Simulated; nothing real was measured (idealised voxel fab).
The following process module bears the name voxel transistor to metal.
This is section cut - it's 265 nm across, gridded in 5 nm square cells.
Cross-section, as written here: a square-cell grid given band by band from the top down, where a band holds one or more rows of cells.
Per band: top height and bottom height in nm, followed by the left-to-right materials and their widths in nm; "all across" marks a single material spanning edge to edge, "blank" marks empty space.
Heads up on the height convention: 0 is the point under which the incoming wafer is all one material, and the lowest band has no bottom, it just keeps going down, like "0 down".
Think of "30..40" as a width that walks from the first number to the second as you go down the band, top row to bottom row, taking equal-sized steps from row to row.
Any step labelled "nothing different" changed none of the cells in the cross-section.
Voids not open to the top, 8 cells minimum: see "closed voids". Written width x height at distance; distance is from the left edge; nm.
If you see something after the settings on a step's line, that's the simulator's own remark about that step.
"overlay nm", when on a step's line for a step with a mask, measures how far to the right of its planned place the mask lay; a negative measure means to the left.

Here's what the planned process steps look like
1,RECEIVE with material Si
2,CONFORMAL_DEP with material SiO2, thk nm 5
3,CONFORMAL_DEP with material SiN, thk nm 10
4,PATTERN with tone cover, mask id ACTIVE, material resist, width nm 105, pitch nm 125, thk nm 15, overlay nm 0
5,DIRECTIONAL_ETCH with etch materials SiN, depth nm 10
6,DIRECTIONAL_ETCH with etch materials SiO2, depth nm 5
7,DIRECTIONAL_ETCH with etch materials Si, depth nm 35
8,STRIP with etch materials resist
9,OXIDIZE with depth nm 5
10,FILL_DEP with material SiO2, thk nm 15
11,CMP with height nm 15
12,SELECTIVE_ETCH with etch materials SiO2, depth nm 5
13,STRIP with etch materials SiN
14,SELECTIVE_ETCH with etch materials SiO2, depth nm 5
15,OXIDIZE with depth nm 5
16,DIRECTIONAL_DEP with material polySi, thk nm 20
17,DIRECTIONAL_DEP with material SiCN, thk nm 15
18,PATTERN with tone cover, mask id GATE, material resist, width nm 25, pitch nm 125, thk nm 20, overlay nm 0
19,DIRECTIONAL_ETCH with etch materials SiCN, depth nm 25
20,DIRECTIONAL_ETCH with etch materials polySi, depth nm 30
21,STRIP with etch materials resist
22,CONFORMAL_DEP with material SiO2, thk nm 5
23,DIRECTIONAL_ETCH with etch materials SiO2, depth nm 5
24,CONFORMAL_DEP with material SiN, thk nm 5
25,DIRECTIONAL_ETCH with etch materials SiN, depth nm 5
26,DIRECTIONAL_ETCH with etch materials SiO2, depth nm 5
27,DIRECTIONAL_ETCH with etch materials Si, depth nm 15
28,EPI with material pSi, thk nm 20
29,FILL_DEP with material SiO2, thk nm 5
30,CMP with height nm 35
31,DIRECTIONAL_DEP with material SiO2, thk nm 15
32,MASKED_ETCH with tone open, mask id CONTACT, width nm 30, etch materials SiO2, depth nm 50, overlay nm 0
33,CONFORMAL_DEP with material TiN, thk nm 5
34,FILL_DEP with material W, thk nm 5
35,CMP with height nm 50
36,CONFORMAL_DEP with material SiCN, thk nm 5
37,DIRECTIONAL_DEP with material lowk, thk nm 20
38,MASKED_ETCH with tone open, mask id METAL_1, width nm 20, etch materials lowk, depth nm 20, overlay nm 0
39,MASKED_ETCH with tone open, mask id METAL_1, width nm 20, etch materials SiCN, depth nm 5, overlay nm 0
40,CONFORMAL_DEP with material TiN, thk nm 5
41,FILL_DEP with material Cu, thk nm 5
42,CMP with height nm 75
43,CONFORMAL_DEP with material SiCN, thk nm 5
44,DIRECTIONAL_DEP with material lowk, thk nm 35
45,PATTERN with tone open, mask id METAL_2_HOLES, material resist, width nm 15, pitch nm 125, thk nm 15, overlay nm 0
46,DIRECTIONAL_ETCH with etch materials lowk, depth nm 35
47,STRIP with etch materials resist
48,DIRECTIONAL_DEP with material aC, thk nm 10
49,PATTERN with tone open, mask id METAL_2, material resist, width nm 20, pitch nm 125, thk nm 25, overlay nm 0
50,DIRECTIONAL_ETCH with etch materials aC, depth nm 10
51,STRIP with etch materials resist
52,DIRECTIONAL_ETCH with etch materials lowk, depth nm 20
53,DIRECTIONAL_ETCH with etch materials SiCN, depth nm 5
54,STRIP with etch materials aC
55,CONFORMAL_DEP with material TiN, thk nm 5
56,FILL_DEP with material Cu, thk nm 10
57,CMP with height nm 115
58,CONFORMAL_DEP with material SiN, thk nm 5

Wafer at receipt (post step 1), cross-section
	0 down = Si all across
	closed voids: none

Final cross-section, module run with one mistake (start and plan as above)
	120 to 115 = SiN all across
	115 to 100 = lowk: 20 | TiN: 5 | Cu: 10 | TiN: 5 | lowk: 105 | TiN: 5 | Cu: 10 | TiN: 5 | lowk: 100
	100 to 95 = lowk: 20 | TiN: 5 | Cu: 5 | TiN: 10 | lowk: 105 | TiN: 5 | Cu: 5 | TiN: 10 | lowk: 100
	95 to 80 = lowk: 20 | TiN: 5 | Cu: 5 | TiN: 5 | lowk: 110 | TiN: 5 | Cu: 5 | TiN: 5 | lowk: 105
	80 to 75 = SiCN: 20 | TiN: 15 | SiCN: 110 | TiN: 15 | SiCN: 105
	75 to 55 = lowk: 20 | TiN: 5 | Cu: 10 | TiN: 5 | lowk: 55 | TiN: 5 | Cu: 10 | TiN: 5 | lowk: 30 | TiN: 5 | Cu: 10 | TiN: 5 | lowk: 55 | TiN: 5 | Cu: 10 | TiN: 5 | lowk: 25
	55 to 50 = SiCN: 20 | TiN: 20 | SiCN: 55 | TiN: 20 | SiCN: 30 | TiN: 20 | SiCN: 55 | TiN: 20 | SiCN: 25
	50 to 40 = SiO2: 20 | TiN: 5 | W: 20 | TiN: 5 | SiO2: 35 | TiN: 5 | W: 20 | TiN: 5 | SiO2: 30 | TiN: 5 | W: 20 | TiN: 5 | SiO2: 35 | TiN: 5 | W: 20 | TiN: 5 | SiO2: 25
	40 to 35 = SiO2: 20 | TiN: 30 | SiO2: 35 | TiN: 30 | SiO2: 30 | TiN: 30 | SiO2: 35 | TiN: 30 | SiO2: 25
	35 to 25 = SiCN: 55 | SiO2: 5 | SiN: 5 | SiO2: 5 | SiN: 5 | SiO2: 5 | SiCN: 100 | SiO2: 5 | SiN: 5 | SiO2: 5 | SiN: 5 | SiO2: 5 | SiCN: 60
	25 to 20 = polySi: 10 | SiCN: 45 | SiO2: 5 | SiN: 5 | SiO2: 5 | SiN: 5 | SiO2: 5 | SiCN: 45 | polySi: 10 | SiCN: 45 | SiO2: 5 | SiN: 5 | SiO2: 5 | SiN: 5 | SiO2: 5 | SiCN: 45 | polySi: 15
	20 to 15 = polySi: 55 | SiO2: 5 | SiN: 5 | SiO2: 5 | SiN: 5 | SiO2: 5 | polySi: 100 | SiO2: 5 | SiN: 5 | SiO2: 5 | SiN: 5 | SiO2: 5 | polySi: 60
	15 to 5 = polySi: 55 | SiO2: 5 | SiN: 5 | pSi: 5 | SiN: 5 | SiO2: 5 | polySi: 100 | SiO2: 5 | SiN: 5 | pSi: 5 | SiN: 5 | SiO2: 5 | polySi: 60
	5 to 0 = SiO2: 10 | polySi: 45 | SiO2: 5 | SiN: 5 | pSi: 5 | SiN: 5 | SiO2: 5 | polySi: 45 | SiO2: 10 | polySi: 45 | SiO2: 5 | SiN: 5 | pSi: 5 | SiN: 5 | SiO2: 5 | polySi: 45 | SiO2: 15
	0 to -5 = SiO2: 65 | pSi: 5 | SiO2: 120 | pSi: 5 | SiO2: 70
	-5 to -20 = SiO2: 20 | Si: 45 | pSi: 5 | Si: 45 | SiO2: 30 | Si: 45 | pSi: 5 | Si: 45 | SiO2: 25
	-20 to -40 = SiO2: 20 | Si: 95 | SiO2: 30 | Si: 95 | SiO2: 25
	-40 down = Si all across
	closed voids: none
Against the plan, the run slipped here: step 18 was run on a setting that differed from the plan, and what really ran there is PATTERN with tone open, mask id GATE, material resist, width nm 25, pitch nm 125, thk nm 20, overlay nm 0
